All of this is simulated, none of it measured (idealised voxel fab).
process module | voxel capacitor over wiring
cross-section cut | 170 nm wide | cells 5 nm
A cross-section is a grid of square cells, given in bands from the top down. A band is one or more rows of cells.
Each band's line starts with the height of the band's top and of its bottom, in nm. Then come its materials from left to right, each with its width in nm. One material with "throughout" fills the band from edge to edge. "air" is empty space.
Height 0 is the level under which the wafer as received is all one material. The lowest band goes on downwards, as in "0 down".
A width such as "30 to 40" changes by the same amount from each row of cells to the next, from the band's top row to its bottom row.
"no change" after a step means that no cell of the cross-section changed.
closed voids: empty space of 8 cells or more with no open way to the top, each as width x height at its distance from the left edge, in nm
after a step's settings: what the simulator itself notes on the step
overlay nm, on a step with a mask: how far to the right of its planned place the mask lay; to the left if negative
plan
1 op RECEIVE | material Si
2 op CONFORMAL_DEP | material SiO2 | thk nm 10
3 op CONFORMAL_DEP | material SiCN | thk nm 5
4 op DIRECTIONAL_DEP | material lowk | thk nm 25
5 op MASKED_ETCH | tone open | mask id METAL_1 | width nm 30 | pitch nm 100 | etch materials lowk | depth nm 25 | overlay nm 0
6 op MASKED_ETCH | tone open | mask id METAL_1 | width nm 30 | pitch nm 100 | etch materials SiCN | depth nm 5 | overlay nm 0
7 op CONFORMAL_DEP | material TiN | thk nm 5
8 op FILL_DEP | material Ru | thk nm 5
9 op CMP | height nm 40
10 op CONFORMAL_DEP | material SiCN | thk nm 5
11 op DIRECTIONAL_DEP | material SiO2 | thk nm 10
12 op DIRECTIONAL_DEP | material aC | thk nm 10
13 op PATTERN | tone open | mask id PLUG_1 | material resist | width nm 15 | thk nm 30 | overlay nm 0
14 op DIRECTIONAL_ETCH | etch materials aC | depth nm 10
15 op STRIP | etch materials resist
16 op DIRECTIONAL_ETCH | etch materials SiO2 | depth nm 10
17 op DIRECTIONAL_ETCH | etch materials SiCN | depth nm 5
18 op STRIP | etch materials aC
19 op EPI | material Ru | thk nm 10
20 op EPI | material Ru | thk nm 5
21 op DIRECTIONAL_DEP | material TiN | thk nm 5
22 op DIRECTIONAL_DEP | material SiN | thk nm 5
23 op DIRECTIONAL_DEP | material TiN | thk nm 5
24 op DIRECTIONAL_DEP | material aC | thk nm 10
25 op PATTERN | tone cover | mask id UPPER_PLATE | material resist | width nm 75 | thk nm 30 | overlay nm 0
26 op DIRECTIONAL_ETCH | etch materials aC | depth nm 10
27 op STRIP | etch materials resist
28 op DIRECTIONAL_ETCH | etch materials TiN | depth nm 5
29 op DIRECTIONAL_ETCH | etch materials SiN | depth nm 5
30 op STRIP | etch materials aC
31 op PATTERN | tone cover | mask id LOWER_PLATE | material resist | width nm 85 | thk nm 20 | overlay nm 0
32 op DIRECTIONAL_ETCH | etch materials TiN | depth nm 5
33 op STRIP | etch materials resist
34 op FILL_DEP | material SiO2 | thk nm 20
35 op CMP | height nm 85
36 op PATTERN | tone open | mask id PLUG_2 | material resist | width nm 15 | thk nm 15 | overlay nm 0
37 op DIRECTIONAL_ETCH | etch materials SiO2 | depth nm 15
38 op STRIP | etch materials resist
39 op CONFORMAL_DEP | material TiN | thk nm 5
40 op FILL_DEP | material W | thk nm 10
41 op CMP | height nm 85
42 op CONFORMAL_DEP | material SiN | thk nm 5
as received, after step 1
  0 down: Si throughout
  closed voids: none
a wafer at the end: this start, this plan, one mistake
  90 to 85: SiN throughout
  85 to 70: aC throughout
  70 to 65: aC 35 | TiN 75 | aC 60
  65 to 60: aC 35 | SiN 75 | aC 60
  60 to 55: aC 30 | TiN 85 | aC 55
  55 to 45: SiO2 35 | Ru 15 | SiO2 120
  45 to 40: SiCN 35 | Ru 15 | SiCN 120
  40 to 15: lowk 20 | TiN 5 | Ru 20 | TiN 5 | lowk 70 | TiN 5 | Ru 20 | TiN 5 | lowk 20
  15 to 10: SiCN 20 | TiN 30 | SiCN 70 | TiN 30 | SiCN 20
  10 to 0: SiO2 throughout
  0 down: Si throughout
  closed voids: none
what went wrong: step 34 ran as: op FILL_DEP | material aC | thk nm 20
